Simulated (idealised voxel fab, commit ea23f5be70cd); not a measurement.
Process module name: voxel air gaps
It is cross-section cut that appears here, measuring 245 nm in width, its square cells being 5 nm in size.
In this document a cross-section is written as a grid of square cells. It is given as a series of bands, listed from the top down, and a band is one or more rows of cells.
Heights first: top, then bottom, in nm. Then materials, left to right, each with a width in nm. "everywhere" on a single material: fills the band edge to edge. "blank": empty space.
Convention: height 0 is the level below which the wafer, as received, is all one material. The lowest band does not terminate at the bottom but continues downward, represented as "from 0 down".
Width "30->40": first value at the band's top row of cells, second value at its bottom row, equal change from row to row.
Basically "no change" means that step didn't change any cell in the cross-section.
"Entrapped voids" means: voids of 8 cells or more that are shut off from the top with no open way through. Written width x height at distance, distance from the left edge, in nm.
Whatever follows a step's settings on its line is a remark the simulator itself makes about that step.
overlay nm: on a step with a mask, how far right of its planned place the mask lay; negative means left.

## Planned process steps
1: RECEIVE (material Si)
2: CONFORMAL_DEP (material SiO2; thk nm 10)
3: CONFORMAL_DEP (material SiCN; thk nm 5)
4: DIRECTIONAL_DEP (material SiO2; thk nm 40)
5: DIRECTIONAL_DEP (material aC; thk nm 15)
6: PATTERN (tone open; mask id LINES; material resist; width nm 15; pitch nm 55; thk nm 30; overlay nm 0)
7: DIRECTIONAL_ETCH (etch materials aC; depth nm 15)
8: STRIP (etch materials resist)
9: DIRECTIONAL_ETCH (etch materials SiO2; depth nm 40)
10: STRIP (etch materials aC)
11: CONFORMAL_DEP (material TiN; thk nm 5)
12: FILL_DEP (material W; thk nm 10)
13: CMP (height nm 55)
14: EPI (material Ru; thk nm 10)
15: SELECTIVE_ETCH (etch materials SiO2; depth nm 50)
16: CONFORMAL_DEP (material SiCN; thk nm 5)
Same starting wafers, different width nm at step 6. Plan value belongs to the first wafer.

## The as-received cross-section of the first of several wafers corresponds to the state after step 1
	from 0 down: Si everywhere
	Entrapped voids: none

## Where each wafer stands at the end of the module, a row apiece: cells of each material gained (+) or lost (-) since it was received, then closed voids
width nm 15; +56 Ru; +210 SiCN; +98 SiO2; +68 TiN; +28 W; Entrapped voids: none
width nm 20; +64 Ru; +210 SiCN; +98 SiO2; +72 TiN; +56 W; Entrapped voids: none
width nm 25; +72 Ru; +210 SiCN; +98 SiO2; +76 TiN; +84 W; Entrapped voids: 20 x 30 at 55; 20 x 30 at 110; 20 x 30 at 165
width nm 30; +80 Ru; +198 SiCN; +98 SiO2; +80 TiN; +112 W; Entrapped voids: 15 x 30 at 60; 15 x 30 at 115; 15 x 30 at 170
width nm 35; +88 Ru; +126 SiCN; +194 SiO2; +84 TiN; +140 W; Entrapped voids: none
width nm 40; +90 Ru; +126 SiCN; +170 SiO2; +88 TiN; +168 W; Entrapped voids: none
